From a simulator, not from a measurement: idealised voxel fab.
voxel transistor to metal: a process module
Cross-sectional view cut (width: 205 nm; square cell size: 5 nm).
In what follows, cross-sections appear as grids of square cells, described through bands that run from the top down, where every band is one or more rows of cells. Read a band's entry like this: the first values are the height of its top and the height of its bottom in nm, and what follows is the sequence of materials from left to right, each with its width in nm. Note that "empty" is empty space, and that a single material marked "everywhere" reaches across the band from edge to edge. Heights are measured from 0, the level below which the as-received wafer is all one material; the lowest band has no bottom and continues downward, written as in "top 0, no bottom". Per-row width for "30 to 40": begins at first number (top row of band), ends at second number (bottom row), increment between rows held constant. It should be understood that the words "no modifications", when stated for a given step, signify that the cross-section underwent no change in any of its cells during that step. For the entry "Closed void catalog", the listed items are empty spaces with no open way to the top whose size is 8 cells or more; each item follows the pattern width x height at distance, where distance is from the left edge and all three are in nm. Post-settings text on a step line: simulator's own remark regarding the step. overlay nm: on a step with a mask, how far right of its planned place the mask lay; negative means left.
## Here's what the planned process steps look like
1 op RECEIVE | material Si
2 op OXIDIZE | depth nm 5
3 op CONFORMAL_DEP | material SiN | thk nm 15
4 op DIRECTIONAL_DEP | material aC | thk nm 10
5 op PATTERN | tone cover | mask id ACTIVE | material resist | width nm 105 | thk nm 25 | overlay nm 0
6 op DIRECTIONAL_ETCH | etch materials aC | depth nm 10
7 op STRIP | etch materials resist
8 op DIRECTIONAL_ETCH | etch materials SiN | depth nm 15
9 op DIRECTIONAL_ETCH | etch materials SiO2 | depth nm 5
10 op DIRECTIONAL_ETCH | etch materials Si | depth nm 35
11 op STRIP | etch materials aC
12 op FILL_DEP | material SiO2 | thk nm 15
13 op CMP | height nm 15
14 op SELECTIVE_ETCH | etch materials SiO2 | depth nm 10
15 op STRIP | etch materials SiN
16 op SELECTIVE_ETCH | etch materials SiO2 | depth nm 5
17 op OXIDIZE | depth nm 5
18 op DIRECTIONAL_DEP | material polySi | thk nm 20
19 op DIRECTIONAL_DEP | material SiCN | thk nm 15
20 op MASKED_ETCH | tone cover | mask id GATE | width nm 25 | etch materials SiCN | depth nm 25 | overlay nm 0
21 op MASKED_ETCH | tone cover | mask id GATE | width nm 25 | etch materials polySi | depth nm 30 | overlay nm 0
22 op CONFORMAL_DEP | material SiN | thk nm 10
23 op DIRECTIONAL_ETCH | etch materials SiN | depth nm 10
24 op DIRECTIONAL_ETCH | etch materials SiO2 | depth nm 5
25 op DIRECTIONAL_ETCH | etch materials Si | depth nm 15
26 op EPI | material pSi | thk nm 15
27 op FILL_DEP | material SiO2 | thk nm 10
28 op CMP | height nm 15
29 op STRIP | etch materials polySi
30 op SELECTIVE_ETCH | etch materials SiO2 | depth nm 5
31 op CONFORMAL_DEP | material HfO2 | thk nm 5
32 op CONFORMAL_DEP | material TiN | thk nm 5
33 op FILL_DEP | material W | thk nm 5
34 op CMP | height nm 10
35 op DIRECTIONAL_DEP | material SiO2 | thk nm 15
36 op MASKED_ETCH | tone open | mask id CONTACT | width nm 15 | pitch nm 80 | etch materials SiO2 | depth nm 20 | overlay nm 0
37 op CONFORMAL_DEP | material TiN | thk nm 5
38 op FILL_DEP | material W | thk nm 5
39 op CMP | height nm 25
40 op CONFORMAL_DEP | material SiCN | thk nm 5
41 op DIRECTIONAL_DEP | material SiO2 | thk nm 25
42 op DIRECTIONAL_DEP | material aC | thk nm 10
43 op PATTERN | tone open | mask id METAL_1 | material resist | width nm 15 | pitch nm 80 | thk nm 30 | overlay nm 0
44 op DIRECTIONAL_ETCH | etch materials aC | depth nm 10
45 op STRIP | etch materials resist
46 op DIRECTIONAL_ETCH | etch materials SiO2 | depth nm 25
47 op DIRECTIONAL_ETCH | etch materials SiCN | depth nm 5
48 op STRIP | etch materials aC
49 op CONFORMAL_DEP | material TiN | thk nm 5
50 op FILL_DEP | material W | thk nm 5
51 op CMP | height nm 55
52 op EPI | material Ru | thk nm 5
53 op FILL_DEP | material SiCN | thk nm 5
## First wafer, two in total, run as planned
## Cross-section of the wafer upon arrival, representing the state reached after step 1
* top 0, no bottom | Si everywhere
* Closed void catalog: none
## Presented here is a cross-section of the wafer after step 2 has been performed
* top 0, bottom -5 | SiO2 everywhere
* For the remainder of the cross-section, below -5, there is no change.
## Presented here is a cross-section of the wafer after step 3 has been performed
* top 15, bottom 0 | SiN everywhere
* For the remainder of the cross-section, below 0, there is no change.
## Presented here is a cross-section of the wafer after step 4 has been performed
* top 25, bottom 15 | aC everywhere
* For the remainder of the cross-section, below 15, there is no change.
## Presented here is a cross-section of the wafer after step 5 has been performed
* top 50, bottom 25 | 50 empty, then 105 resist, then 50 empty
* For the remainder of the cross-section, below 25, there is no change.
## Presented here is a cross-section of the wafer after step 6 has been performed
* top 40, bottom 25 | 50 empty, then 105 resist, then 50 empty
* top 25, bottom 15 | 50 empty, then 105 aC, then 50 empty
* For the remainder of the cross-section, below 15, there is no change.
## Presented here is a cross-section of the wafer after step 7 has been performed
* top 25, bottom 15 | 50 empty, then 105 aC, then 50 empty
* For the remainder of the cross-section, below 15, there is no change.
## Presented here is a cross-section of the wafer after step 8 has been performed
* top 25, bottom 15 | 50 empty, then 105 aC, then 50 empty
* top 15, bottom 0 | 50 empty, then 105 SiN, then 50 empty
* For the remainder of the cross-section, below 0, there is no change.
## Presented here is a cross-section of the wafer after step 9 has been performed
* top 25, bottom 15 | 50 empty, then 105 aC, then 50 empty
* top 15, bottom 0 | 50 empty, then 105 SiN, then 50 empty
* top 0, bottom -5 | 50 empty, then 105 SiO2, then 50 empty
* For the remainder of the cross-section, below -5, there is no change.
## Presented here is a cross-section of the wafer after step 10 has been performed
* top 25, bottom 15 | 50 empty, then 105 aC, then 50 empty
* top 15, bottom 0 | 50 empty, then 105 SiN, then 50 empty
* top 0, bottom -5 | 50 empty, then 105 SiO2, then 50 empty
* top -5, bottom -40 | 50 empty, then 105 Si, then 50 empty
* For the remainder of the cross-section, below -40, there is no change.
## Presented here is a cross-section of the wafer after step 11 has been performed
* top 15, bottom 0 | 50 empty, then 105 SiN, then 50 empty
* For the remainder of the cross-section, below 0, there is no change.
## Presented here is a cross-section of the wafer after step 12 has been performed
* top 30, bottom 15 | SiO2 everywhere
* top 15, bottom 0 | 50 SiO2, then 105 SiN, then 50 SiO2
* top 0, bottom -5 | SiO2 everywhere
* top -5, bottom -40 | 50 SiO2, then 105 Si, then 50 SiO2
* For the remainder of the cross-section, below -40, there is no change.
## Presented here is a cross-section of the wafer after step 13 has been performed
* top 15, bottom 0 | 50 SiO2, then 105 SiN, then 50 SiO2
* For the remainder of the cross-section, below 0, there is no change.
## Presented here is a cross-section of the wafer after step 14 has been performed
* top 15, bottom 5 | 50 empty, then 105 SiN, then 50 empty
* For the remainder of the cross-section, below 5, there is no change.
## Presented here is a cross-section of the wafer after step 15 has been performed
* top 5, bottom 0 | 50 SiO2, then 105 empty, then 50 SiO2
* For the remainder of the cross-section, below 0, there is no change.
## Presented here is a cross-section of the wafer after step 16 has been performed
* top 0, bottom -5 | 45 SiO2, then 115 empty, then 45 SiO2
* For the remainder of the cross-section, below -5, there is no change.
## Presented here is a cross-section of the wafer after step 17 has been performed
* top 0, bottom -5 | 45 SiO2, then 115 empty, then 45 SiO2
* top -5, bottom -10 | SiO2 everywhere
* For the remainder of the cross-section, below -10, there is no change.
## Presented here is a cross-section of the wafer after step 18 has been performed
* top 20, bottom 15 | 45 polySi, then 115 empty, then 45 polySi
* top 15, bottom 0 | polySi everywhere
* top 0, bottom -5 | 45 SiO2, then 115 polySi, then 45 SiO2
* For the remainder of the cross-section, below -5, there is no change.
## Presented here is a cross-section of the wafer after step 19 has been performed
* top 35, bottom 30 | 45 SiCN, then 115 empty, then 45 SiCN
* top 30, bottom 20 | SiCN everywhere
* top 20, bottom 15 | 45 polySi, then 115 SiCN, then 45 polySi
* For the remainder of the cross-section, below 15, there is no change.
## Presented here is a cross-section of the wafer after step 20 has been performed
* top 30, bottom 20 | 90 empty, then 25 SiCN, then 90 empty
* top 20, bottom 15 | 45 polySi, then 45 empty, then 25 SiCN, then 45 empty, then 45 polySi
* For the remainder of the cross-section, below 15, there is no change.
## Presented here is a cross-section of the wafer after step 21 has been performed
* top 30, bottom 15 | 90 empty, then 25 SiCN, then 90 empty
* top 15, bottom 0 | 90 empty, then 25 polySi, then 90 empty
* top 0, bottom -5 | 45 SiO2, then 45 empty, then 25 polySi, then 45 empty, then 45 SiO2
* For the remainder of the cross-section, below -5, there is no change.
## Presented here is a cross-section of the wafer after step 22 has been performed
* top 40, bottom 30 | 80 empty, then 45 SiN, then 80 empty
* top 30, bottom 15 | 80 empty, then 10 SiN, then 25 SiCN, then 10 SiN, then 80 empty
* top 15, bottom 10 | 80 empty, then 10 SiN, then 25 polySi, then 10 SiN, then 80 empty
* top 10, bottom 5 | 55 SiN, then 25 empty, then 10 SiN, then 25 polySi, then 10 SiN, then 25 empty, then 55 SiN
* top 5, bottom 0 | 90 SiN, then 25 polySi, then 90 SiN
* top 0, bottom -5 | 45 SiO2, then 45 SiN, then 25 polySi, then 45 SiN, then 45 SiO2
* For the remainder of the cross-section, below -5, there is no change.
## Presented here is a cross-section of the wafer after step 23 has been performed
* top 30, bottom 15 | 80 empty, then 10 SiN, then 25 SiCN, then 10 SiN, then 80 empty
* top 15, bottom 0 | 80 empty, then 10 SiN, then 25 polySi, then 10 SiN, then 80 empty
* top 0, bottom -5 | 45 SiO2, then 10 SiN, then 25 empty, then 10 SiN, then 25 polySi, then 10 SiN, then 25 empty, then 10 SiN, then 45 SiO2
* For the remainder of the cross-section, below -5, there is no change.
## Presented here is a cross-section of the wafer after step 24 has been performed
* top 30, bottom 15 | 80 empty, then 10 SiN, then 25 SiCN, then 10 SiN, then 80 empty
* top 15, bottom 0 | 80 empty, then 10 SiN, then 25 polySi, then 10 SiN, then 80 empty
* top 0, bottom -5 | 45 empty, then 10 SiN, then 25 empty, then 10 SiN, then 25 polySi, then 10 SiN, then 25 empty, then 10 SiN, then 45 empty
* top -5, bottom -10 | 55 SiO2, then 25 empty, then 45 SiO2, then 25 empty, then 55 SiO2
* For the remainder of the cross-section, below -10, there is no change.
## Presented here is a cross-section of the wafer after step 25 has been performed
* top 30, bottom 15 | 80 empty, then 10 SiN, then 25 SiCN, then 10 SiN, then 80 empty
* top 15, bottom 0 | 80 empty, then 10 SiN, then 25 polySi, then 10 SiN, then 80 empty
* top 0, bottom -5 | 45 empty, then 10 SiN, then 25 empty, then 10 SiN, then 25 polySi, then 10 SiN, then 25 empty, then 10 SiN, then 45 empty
* top -5, bottom -10 | 55 SiO2, then 25 empty, then 45 SiO2, then 25 empty, then 55 SiO2
* top -10, bottom -25 | 50 SiO2, then 5 Si, then 25 empty, then 45 Si, then 25 empty, then 5 Si, then 50 SiO2
* For the remainder of the cross-section, below -25, there is no change.
## Presented here is a cross-section of the wafer after step 26 has been performed
* top 30, bottom 15 | 80 empty, then 10 SiN, then 25 SiCN, then 10 SiN, then 80 empty
* top 15, bottom 5 | 80 empty, then 10 SiN, then 25 polySi, then 10 SiN, then 80 empty
* top 5, bottom 0 | 50 empty, then 30 pSi, then 10 SiN, then 25 polySi, then 10 SiN, then 30 pSi, then 50 empty
* top 0, bottom -5 | 45 empty, then 10 SiN, then 25 pSi, then 10 SiN, then 25 polySi, then 10 SiN, then 25 pSi, then 10 SiN, then 45 empty
* top -5, bottom -10 | 55 SiO2, then 25 pSi, then 45 SiO2, then 25 pSi, then 55 SiO2
* top -10, bottom -25 | 50 SiO2, then 5 Si, then 25 pSi, then 45 Si, then 25 pSi, then 5 Si, then 50 SiO2
* For the remainder of the cross-section, below -25, there is no change.
## Presented here is a cross-section of the wafer after step 27 has been performed
* top 40, bottom 30 | SiO2 everywhere
* top 30, bottom 15 | 80 SiO2, then 10 SiN, then 25 SiCN, then 10 SiN, then 80 SiO2
* top 15, bottom 5 | 80 SiO2, then 10 SiN, then 25 polySi, then 10 SiN, then 80 SiO2
* top 5, bottom 0 | 50 SiO2, then 30 pSi, then 10 SiN, then 25 polySi, then 10 SiN, then 30 pSi, then 50 SiO2
* top 0, bottom -5 | 45 SiO2, then 10 SiN, then 25 pSi, then 10 SiN, then 25 polySi, then 10 SiN, then 25 pSi, then 10 SiN, then 45 SiO2
* For the remainder of the cross-section, below -5, there is no change.
## Presented here is a cross-section of the wafer after step 28 has been performed
* top 15, bottom 5 | 80 SiO2, then 10 SiN, then 25 polySi, then 10 SiN, then 80 SiO2
* For the remainder of the cross-section, below 5, there is no change.
## Presented here is a cross-section of the wafer after step 29 has been performed
* top 15, bottom 5 | 80 SiO2, then 10 SiN, then 25 empty, then 10 SiN, then 80 SiO2
* top 5, bottom 0 | 50 SiO2, then 30 pSi, then 10 SiN, then 25 empty, then 10 SiN, then 30 pSi, then 50 SiO2
* top 0, bottom -5 | 45 SiO2, then 10 SiN, then 25 pSi, then 10 SiN, then 25 empty, then 10 SiN, then 25 pSi, then 10 SiN, then 45 SiO2
* For the remainder of the cross-section, below -5, there is no change.
## Presented here is a cross-section of the wafer after step 30 has been performed
* top 15, bottom 10 | 80 empty, then 10 SiN, then 25 empty, then 10 SiN, then 80 empty
* top 10, bottom 5 | 80 SiO2, then 10 SiN, then 25 empty, then 10 SiN, then 80 SiO2
* top 5, bottom 0 | 50 SiO2, then 30 pSi, then 10 SiN, then 25 empty, then 10 SiN, then 30 pSi, then 50 SiO2
* top 0, bottom -5 | 45 SiO2, then 10 SiN, then 25 pSi, then 10 SiN, then 25 empty, then 10 SiN, then 25 pSi, then 10 SiN, then 45 SiO2
* top -5, bottom -10 | 55 SiO2, then 25 pSi, then 5 SiO2, then 35 empty, then 5 SiO2, then 25 pSi, then 55 SiO2
* For the remainder of the cross-section, below -10, there is no change.
## Presented here is a cross-section of the wafer after step 31 has been performed
* top 20, bottom 15 | 75 empty, then 20 HfO2, then 15 empty, then 20 HfO2, then 75 empty
* top 15, bottom 10 | 80 HfO2, then 10 SiN, then 5 HfO2, then 15 empty, then 5 HfO2, then 10 SiN, then 80 HfO2
* top 10, bottom 5 | 80 SiO2, then 10 SiN, then 5 HfO2, then 15 empty, then 5 HfO2, then 10 SiN, then 80 SiO2
* top 5, bottom 0 | 50 SiO2, then 30 pSi, then 10 SiN, then 5 HfO2, then 15 empty, then 5 HfO2, then 10 SiN, then 30 pSi, then 50 SiO2
* top 0, bottom -5 | 45 SiO2, then 10 SiN, then 25 pSi, then 10 SiN, then 5 HfO2, then 15 empty, then 5 HfO2, then 10 SiN, then 25 pSi, then 10 SiN, then 45 SiO2
* top -5, bottom -10 | 55 SiO2, then 25 pSi, then 5 SiO2, then 35 HfO2, then 5 SiO2, then 25 pSi, then 55 SiO2
* For the remainder of the cross-section, below -10, there is no change.
## Presented here is a cross-section of the wafer after step 32 has been performed
* top 25, bottom 20 | 70 empty, then 30 TiN, then 5 empty, then 30 TiN, then 70 empty
* top 20, bottom 15 | 75 TiN, then 20 HfO2, then 5 TiN, then 5 empty, then 5 TiN, then 20 HfO2, then 75 TiN
* top 15, bottom 10 | 80 HfO2, then 10 SiN, then 5 HfO2, then 5 TiN, then 5 empty, then 5 TiN, then 5 HfO2, then 10 SiN, then 80 HfO2
* top 10, bottom 5 | 80 SiO2, then 10 SiN, then 5 HfO2, then 5 TiN, then 5 empty, then 5 TiN, then 5 HfO2, then 10 SiN, then 80 SiO2
* top 5, bottom 0 | 50 SiO2, then 30 pSi, then 10 SiN, then 5 HfO2, then 5 TiN, then 5 empty, then 5 TiN, then 5 HfO2, then 10 SiN, then 30 pSi, then 50 SiO2
* top 0, bottom -5 | 45 SiO2, then 10 SiN, then 25 pSi, then 10 SiN, then 5 HfO2, then 15 TiN, then 5 HfO2, then 10 SiN, then 25 pSi, then 10 SiN, then 45 SiO2
* For the remainder of the cross-section, below -5, there is no change.
## Presented here is a cross-section of the wafer after step 33 has been performed
* top 30, bottom 25 | W everywhere
* top 25, bottom 20 | 70 W, then 30 TiN, then 5 W, then 30 TiN, then 70 W
* top 20, bottom 15 | 75 TiN, then 20 HfO2, then 5 TiN, then 5 W, then 5 TiN, then 20 HfO2, then 75 TiN
* top 15, bottom 10 | 80 HfO2, then 10 SiN, then 5 HfO2, then 5 TiN, then 5 W, then 5 TiN, then 5 HfO2, then 10 SiN, then 80 HfO2
* top 10, bottom 5 | 80 SiO2, then 10 SiN, then 5 HfO2, then 5 TiN, then 5 W, then 5 TiN, then 5 HfO2, then 10 SiN, then 80 SiO2
* top 5, bottom 0 | 50 SiO2, then 30 pSi, then 10 SiN, then 5 HfO2, then 5 TiN, then 5 W, then 5 TiN, then 5 HfO2, then 10 SiN, then 30 pSi, then 50 SiO2
* For the remainder of the cross-section, below 0, there is no change.
## Presented here is a cross-section of the wafer after step 34 has been performed
* top 10, bottom 5 | 80 SiO2, then 10 SiN, then 5 HfO2, then 5 TiN, then 5 W, then 5 TiN, then 5 HfO2, then 10 SiN, then 80 SiO2
* For the remainder of the cross-section, below 5, there is no change.
## Presented here is a cross-section of the wafer after step 35 has been performed
* top 25, bottom 10 | SiO2 everywhere
* For the remainder of the cross-section, below 10, there is no change.
## Presented here is a cross-section of the wafer after step 36 has been performed
* top 25, bottom 10 | 55 SiO2, then 15 empty, then 65 SiO2, then 15 empty, then 55 SiO2
* top 10, bottom 5 | 55 SiO2, then 15 empty, then 10 SiO2, then 10 SiN, then 5 HfO2, then 5 TiN, then 5 W, then 5 TiN, then 5 HfO2, then 10 SiN, then 10 SiO2, then 15 empty, then 55 SiO2
* For the remainder of the cross-section, below 5, there is no change.
## Presented here is a cross-section of the wafer after step 37 has been performed
* top 30, bottom 25 | 60 TiN, then 5 empty, then 75 TiN, then 5 empty, then 60 TiN
* top 25, bottom 10 | 55 SiO2, then 5 TiN, then 5 empty, then 5 TiN, then 65 SiO2, then 5 TiN, then 5 empty, then 5 TiN, then 55 SiO2
* top 10, bottom 5 | 55 SiO2, then 15 TiN, then 10 SiO2, then 10 SiN, then 5 HfO2, then 5 TiN, then 5 W, then 5 TiN, then 5 HfO2, then 10 SiN, then 10 SiO2, then 15 TiN, then 55 SiO2
* For the remainder of the cross-section, below 5, there is no change.
## Presented here is a cross-section of the wafer after step 38 has been performed
* top 35, bottom 30 | W everywhere
* top 30, bottom 25 | 60 TiN, then 5 W, then 75 TiN, then 5 W, then 60 TiN
* top 25, bottom 10 | 55 SiO2, then 5 TiN, then 5 W, then 5 TiN, then 65 SiO2, then 5 TiN, then 5 W, then 5 TiN, then 55 SiO2
* For the remainder of the cross-section, below 10, there is no change.
## Presented here is a cross-section of the wafer after step 39 has been performed
* top 25, bottom 10 | 55 SiO2, then 5 TiN, then 5 W, then 5 TiN, then 65 SiO2, then 5 TiN, then 5 W, then 5 TiN, then 55 SiO2
* For the remainder of the cross-section, below 10, there is no change.
## Presented here is a cross-section of the wafer after step 40 has been performed
* top 30, bottom 25 | SiCN everywhere
* For the remainder of the cross-section, below 25, there is no change.
## Presented here is a cross-section of the wafer after step 41 has been performed
* top 55, bottom 30 | SiO2 everywhere
* For the remainder of the cross-section, below 30, there is no change.
## Presented here is a cross-section of the wafer after step 42 has been performed
* top 65, bottom 55 | aC everywhere
* For the remainder of the cross-section, below 55, there is no change.
## Presented here is a cross-section of the wafer after step 43 has been performed
* top 95, bottom 65 | 55 resist, then 15 empty, then 65 resist, then 15 empty, then 55 resist
* For the remainder of the cross-section, below 65, there is no change.
## Presented here is a cross-section of the wafer after step 44 has been performed
* top 85, bottom 65 | 55 resist, then 15 empty, then 65 resist, then 15 empty, then 55 resist
* top 65, bottom 55 | 55 aC, then 15 empty, then 65 aC, then 15 empty, then 55 aC
* For the remainder of the cross-section, below 55, there is no change.
## Presented here is a cross-section of the wafer after step 45 has been performed
* top 65, bottom 55 | 55 aC, then 15 empty, then 65 aC, then 15 empty, then 55 aC
* For the remainder of the cross-section, below 55, there is no change.
## Presented here is a cross-section of the wafer after step 46 has been performed
* top 65, bottom 55 | 55 aC, then 15 empty, then 65 aC, then 15 empty, then 55 aC
* top 55, bottom 30 | 55 SiO2, then 15 empty, then 65 SiO2, then 15 empty, then 55 SiO2
* For the remainder of the cross-section, below 30, there is no change.
## Presented here is a cross-section of the wafer after step 47 has been performed
* top 65, bottom 55 | 55 aC, then 15 empty, then 65 aC, then 15 empty, then 55 aC
* top 55, bottom 30 | 55 SiO2, then 15 empty, then 65 SiO2, then 15 empty, then 55 SiO2
* top 30, bottom 25 | 55 SiCN, then 15 empty, then 65 SiCN, then 15 empty, then 55 SiCN
* For the remainder of the cross-section, below 25, there is no change.
## Presented here is a cross-section of the wafer after step 48 has been performed
* top 55, bottom 30 | 55 SiO2, then 15 empty, then 65 SiO2, then 15 empty, then 55 SiO2
* For the remainder of the cross-section, below 30, there is no change.
## Presented here is a cross-section of the wafer after step 49 has been performed
* top 60, bottom 55 | 60 TiN, then 5 empty, then 75 TiN, then 5 empty, then 60 TiN
* top 55, bottom 30 | 55 SiO2, then 5 TiN, then 5 empty, then 5 TiN, then 65 SiO2, then 5 TiN, then 5 empty, then 5 TiN, then 55 SiO2
* top 30, bottom 25 | 55 SiCN, then 15 TiN, then 65 SiCN, then 15 TiN, then 55 SiCN
* For the remainder of the cross-section, below 25, there is no change.
## Presented here is a cross-section of the wafer after step 50 has been performed
* top 65, bottom 60 | W everywhere
* top 60, bottom 55 | 60 TiN, then 5 W, then 75 TiN, then 5 W, then 60 TiN
* top 55, bottom 30 | 55 SiO2, then 5 TiN, then 5 W, then 5 TiN, then 65 SiO2, then 5 TiN, then 5 W, then 5 TiN, then 55 SiO2
* For the remainder of the cross-section, below 30, there is no change.
## Presented here is a cross-section of the wafer after step 51 has been performed
* top 55, bottom 30 | 55 SiO2, then 5 TiN, then 5 W, then 5 TiN, then 65 SiO2, then 5 TiN, then 5 W, then 5 TiN, then 55 SiO2
* For the remainder of the cross-section, below 30, there is no change.
## Presented here is a cross-section of the wafer after step 52 has been performed
* top 60, bottom 55 | 50 empty, then 25 Ru, then 55 empty, then 25 Ru, then 50 empty
* For the remainder of the cross-section, below 55, there is no change.
## Presented here is a cross-section of the wafer after step 53 has been performed
* top 65, bottom 60 | SiCN everywhere
* top 60, bottom 55 | 50 SiCN, then 25 Ru, then 55 SiCN, then 25 Ru, then 50 SiCN
* For the remainder of the cross-section, below 55, there is no change.
## It is to be noted that the second wafer proceeded from the same initial state and according to the same plan as the first, although one mistake was committed in its execution; through step 42, inclusive, the two wafers share an identical history
## The second wafer in cross-section, at the planned close of step 43
* top 95, bottom 65 | 50 resist, then 25 empty, then 55 resist, then 25 empty, then 50 resist
* For the remainder of the cross-section, below 65, there is no change.
## The second wafer in cross-section, at the planned close of step 44
* top 85, bottom 65 | 50 resist, then 25 empty, then 55 resist, then 25 empty, then 50 resist
* top 65, bottom 55 | 50 aC, then 25 empty, then 55 aC, then 25 empty, then 50 aC
* For the remainder of the cross-section, below 55, there is no change.
## The second wafer in cross-section, at the planned close of step 45
* top 65, bottom 55 | 50 aC, then 25 empty, then 55 aC, then 25 empty, then 50 aC
* For the remainder of the cross-section, below 55, there is no change.
## The second wafer in cross-section, at the planned close of step 46
* top 65, bottom 55 | 50 aC, then 25 empty, then 55 aC, then 25 empty, then 50 aC
* top 55, bottom 30 | 50 SiO2, then 25 empty, then 55 SiO2, then 25 empty, then 50 SiO2
* For the remainder of the cross-section, below 30, there is no change.
## The second wafer in cross-section, at the planned close of step 47
* top 65, bottom 55 | 50 aC, then 25 empty, then 55 aC, then 25 empty, then 50 aC
* top 55, bottom 30 | 50 SiO2, then 25 empty, then 55 SiO2, then 25 empty, then 50 SiO2
* top 30, bottom 25 | 50 SiCN, then 25 empty, then 55 SiCN, then 25 empty, then 50 SiCN
* For the remainder of the cross-section, below 25, there is no change.
## The second wafer in cross-section, at the planned close of step 48
* top 55, bottom 30 | 50 SiO2, then 25 empty, then 55 SiO2, then 25 empty, then 50 SiO2
* For the remainder of the cross-section, below 30, there is no change.
## The second wafer in cross-section, at the planned close of step 49
* top 60, bottom 55 | 55 TiN, then 15 empty, then 65 TiN, then 15 empty, then 55 TiN
* top 55, bottom 30 | 50 SiO2, then 5 TiN, then 15 empty, then 5 TiN, then 55 SiO2, then 5 TiN, then 15 empty, then 5 TiN, then 50 SiO2
* top 30, bottom 25 | 50 SiCN, then 25 TiN, then 55 SiCN, then 25 TiN, then 50 SiCN
* For the remainder of the cross-section, below 25, there is no change.
## The second wafer in cross-section, at the planned close of step 50
* top 65, bottom 60 | W everywhere
* top 60, bottom 55 | 55 TiN, then 15 W, then 65 TiN, then 15 W, then 55 TiN
* top 55, bottom 30 | 50 SiO2, then 5 TiN, then 15 W, then 5 TiN, then 55 SiO2, then 5 TiN, then 15 W, then 5 TiN, then 50 SiO2
* For the remainder of the cross-section, below 30, there is no change.
## The second wafer in cross-section, at the planned close of step 51
* top 55, bottom 30 | 50 SiO2, then 5 TiN, then 15 W, then 5 TiN, then 55 SiO2, then 5 TiN, then 15 W, then 5 TiN, then 50 SiO2
* For the remainder of the cross-section, below 30, there is no change.
## The second wafer in cross-section, at the planned close of step 52
* top 60, bottom 55 | 45 empty, then 35 Ru, then 45 empty, then 35 Ru, then 45 empty
* For the remainder of the cross-section, below 55, there is no change.
## The second wafer in cross-section, at the planned close of step 53
* top 65, bottom 60 | SiCN everywhere
* top 60, bottom 55 | 45 SiCN, then 35 Ru, then 45 SiCN, then 35 Ru, then 45 SiCN
* For the remainder of the cross-section, below 55, there is no change.
Which mistake was made when the wafer was run? off-plan run, step 43, actual operation and settings op PATTERN | tone open | mask id METAL_1 | material resist | width nm 25 | pitch nm 80 | thk nm 30 | overlay nm 0
Final cells, second wafer relative to first, materials higher or lower: Ru +4, SiCN -8, SiO2 -20, TiN +4, W +20
